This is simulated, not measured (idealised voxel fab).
You're looking at the process module voxel gate over fins.
The cross-section shown here is cut; it is 170 nm wide and divided into square cells measuring 5 nm on a side.
When this document writes out a cross-section, it uses a grid of square cells and lists it as bands, beginning at the top and moving down, with a band standing for one or more rows of cells. For a band, the entry starts with two heights in nm, that of the top and then that of the bottom, and carries on with the band's materials in order from left to right, each alongside its width in nm; the word "full width" beside a single material means it fills the band edge to edge, and "air" means empty space. Where do heights start? At 0: under that level the wafer as delivered is made of one material only. And the lowest band has no floor; it just carries on downward, as in "0 and below". The expression "30..40" gives the width at the extremes of the band, the first number at its top row of cells and the second at its bottom row, with the width changing by equal amounts from each row to the next in between. What does "nothing was modified" mean for a step? It means no cell of the cross-section changed in that step. "Trapped void list" means: voids of 8 cells or more that are shut off from the top with no open way through. Written width x height at distance, distance from the left edge, in nm. Post-settings text on a step line: simulator's own remark regarding the step. "overlay nm" answers the question of how far to the right of plan the mask lay on a step that has a mask, and when it is negative the answer is to the left. If you're wondering how to read the rest of this, here's the deal. It's pairs of cross-sections: one from before a process step, one from after it. The after one is only drawn as far down as the lowest band that changed. Right under each pair you'll see which step sits between them and what its settings were. Don't read the pairs as one continuous story, though. They can come from different runs of this module on the same starting wafer, and a pair only carries on from the one above it where its entry headed "State before" says so.

[State before]
15 down to 5 = aC=20 / air=15 / aC=40 / air=15 / aC=40 / air=15 / aC=25
5 down to 0 = SiN=20 / air=15 / SiN=40 / air=15 / SiN=40 / air=15 / SiN=25
0 down to -30 = Si=20 / air=15 / Si=40 / air=15 / Si=40 / air=15 / Si=25
-30 and below = Si full width
Trapped void list: none

[Post-Process Section]
5 down to 0 = SiN=20 / air=15 / SiN=40 / air=15 / SiN=40 / air=15 / SiN=25
At heights below 0, the structure remains unaltered.
Trapped void list: none
Going from one cross-section above to the next, the wafer undergoes STRIP (etch materials aC)

State before: this step begins from the cross-section that the pair just above shows after its step.

[Post-Process Section]
5 down to 0 = SiN=20 / air=15 / SiN=40 / air=15 / SiN=40 / air=15 / SiN=25
0 down to -30 = Si=15 / SiO2=5 / air=15 / SiO2=5 / Si=30 / SiO2=5 / air=15 / SiO2=5 / Si=30 / SiO2=5 / air=15 / SiO2=5 / Si=20
-30 down to -35 = Si=15 / SiO2=25 / Si=30 / SiO2=25 / Si=30 / SiO2=25 / Si=20
At heights below -35, the structure remains unaltered.
Trapped void list: none
Going from one cross-section above to the next, the wafer undergoes OXIDIZE (depth nm 5)

State before: this step begins from the cross-section that the pair just above shows after its step.

[Post-Process Section]
10 down to 5 = SiO2 full width
5 down to 0 = SiN=20 / SiO2=15 / SiN=40 / SiO2=15 / SiN=40 / SiO2=15 / SiN=25
0 down to -35 = Si=15 / SiO2=25 / Si=30 / SiO2=25 / Si=30 / SiO2=25 / Si=20
At heights below -35, the structure remains unaltered.
Trapped void list: none
Going from one cross-section above to the next, the wafer undergoes FILL_DEP (material SiO2; thk nm 5)

State before: this step begins from the cross-section that the pair just above shows after its step.

[Post-Process Section]
5 down to 0 = SiN=20 / SiO2=15 / SiN=40 / SiO2=15 / SiN=40 / SiO2=15 / SiN=25
At heights below 0, the structure remains unaltered.
Trapped void list: none
Going from one cross-section above to the next, the wafer undergoes CMP (height nm 5)

State before: this step begins from the cross-section that the pair just above shows after its step.

[Post-Process Section]
10 down to 5 = TiN full width
At heights below 5, the structure remains unaltered.
Trapped void list: none
Going from one cross-section above to the next, the wafer undergoes CONFORMAL_DEP (material TiN; thk nm 5)

State before: this step begins from the cross-section that the pair just above shows after its step.

[Post-Process Section]
15 down to 10 = W full width
At heights below 10, the structure remains unaltered.
Trapped void list: none
Going from one cross-section above to the next, the wafer undergoes FILL_DEP (material W; thk nm 5)

State before: this step begins from the cross-section that the pair just above shows after its step.

[Post-Process Section]
5 down to 0 = SiN=20 / SiO2=15 / SiN=40 / SiO2=15 / SiN=40 / SiO2=15 / SiN=25
At heights below 0, the structure remains unaltered.
Trapped void list: none
Going from one cross-section above to the next, the wafer undergoes CMP (height nm 5)

State before: this step begins from the cross-section that the pair just above shows after its step.

[Post-Process Section]
10 down to 5 = SiO2 full width
At heights below 5, the structure remains unaltered.
Trapped void list: none
Going from one cross-section above to the next, the wafer undergoes FILL_DEP (material SiO2; thk nm 5)

[State before]
5 down to 0 = SiN=20 / SiO2=15 / SiN=40 / SiO2=15 / SiN=40 / SiO2=15 / SiN=25
0 down to -35 = Si=15 / SiO2=25 / Si=30 / SiO2=25 / Si=30 / SiO2=25 / Si=20
-35 and below = Si full width
Trapped void list: none

[Post-Process Section]
5 down to 0 = SiN=20 / air=15 / SiN=40 / air=15 / SiN=40 / air=15 / SiN=25
0 down to -15 = Si=15 / air=25 / Si=30 / air=25 / Si=30 / air=25 / Si=20
At heights below -15, the structure remains unaltered.
Trapped void list: none
Going from one cross-section above to the next, the wafer undergoes SELECTIVE_ETCH (etch materials SiO2; depth nm 20)

State before: this step begins from the cross-section that the pair just above shows after its step.

[Post-Process Section]
0 down to -15 = Si=15 / air=25 / Si=30 / air=25 / Si=30 / air=25 / Si=20
At heights below -15, the structure remains unaltered.
Trapped void list: none
Going from one cross-section above to the next, the wafer undergoes STRIP (etch materials SiN)

State before: this step begins from the cross-section that the pair just above shows after its step.

[Post-Process Section]
5 down to 0 = HfO2=20 / air=15 / HfO2=40 / air=15 / HfO2=40 / air=15 / HfO2=25
0 down to -10 = Si=15 / HfO2=5 / air=15 / HfO2=5 / Si=30 / HfO2=5 / air=15 / HfO2=5 / Si=30 / HfO2=5 / air=15 / HfO2=5 / Si=20
-10 down to -15 = Si=15 / HfO2=25 / Si=30 / HfO2=25 / Si=30 / HfO2=25 / Si=20
At heights below -15, the structure remains unaltered.
Trapped void list: none
Going from one cross-section above to the next, the wafer undergoes CONFORMAL_DEP (material HfO2; thk nm 5)

State before: this step begins from the cross-section that the pair just above shows after its step.

[Post-Process Section]
10 down to 5 = TiN=25 / air=5 / TiN=50 / air=5 / TiN=50 / air=5 / TiN=30
5 down to 0 = HfO2=20 / TiN=5 / air=5 / TiN=5 / HfO2=40 / TiN=5 / air=5 / TiN=5 / HfO2=40 / TiN=5 / air=5 / TiN=5 / HfO2=25
0 down to -5 = Si=15 / HfO2=5 / TiN=5 / air=5 / TiN=5 / HfO2=5 / Si=30 / HfO2=5 / TiN=5 / air=5 / TiN=5 / HfO2=5 / Si=30 / HfO2=5 / TiN=5 / air=5 / TiN=5 / HfO2=5 / Si=20
-5 down to -10 = Si=15 / HfO2=5 / TiN=15 / HfO2=5 / Si=30 / HfO2=5 / TiN=15 / HfO2=5 / Si=30 / HfO2=5 / TiN=15 / HfO2=5 / Si=20
At heights below -10, the structure remains unaltered.
Trapped void list: none
Going from one cross-section above to the next, the wafer undergoes CONFORMAL_DEP (material TiN; thk nm 5)

State before: this step begins from the cross-section that the pair just above shows after its step.

[Post-Process Section]
25 down to 10 = W full width
10 down to 5 = TiN=25 / W=5 / TiN=50 / W=5 / TiN=50 / W=5 / TiN=30
5 down to 0 = HfO2=20 / TiN=5 / W=5 / TiN=5 / HfO2=40 / TiN=5 / W=5 / TiN=5 / HfO2=40 / TiN=5 / W=5 / TiN=5 / HfO2=25
0 down to -5 = Si=15 / HfO2=5 / TiN=5 / W=5 / TiN=5 / HfO2=5 / Si=30 / HfO2=5 / TiN=5 / W=5 / TiN=5 / HfO2=5 / Si=30 / HfO2=5 / TiN=5 / W=5 / TiN=5 / HfO2=5 / Si=20
At heights below -5, the structure remains unaltered.
Trapped void list: none
Going from one cross-section above to the next, the wafer undergoes FILL_DEP (material W; thk nm 15)

State before: this step begins from the cross-section that the pair just above shows after its step.

[Post-Process Section]
20 down to 10 = W full width
At heights below 10, the structure remains unaltered.
Trapped void list: none
Going from one cross-section above to the next, the wafer undergoes CMP (height nm 20)

State before: this step begins from the cross-section that the pair just above shows after its step.

[Post-Process Section]
30 down to 20 = SiN full width
At heights below 20, the structure remains unaltered.
Trapped void list: none
Going from one cross-section above to the next, the wafer undergoes CONFORMAL_DEP (material SiN; thk nm 10)
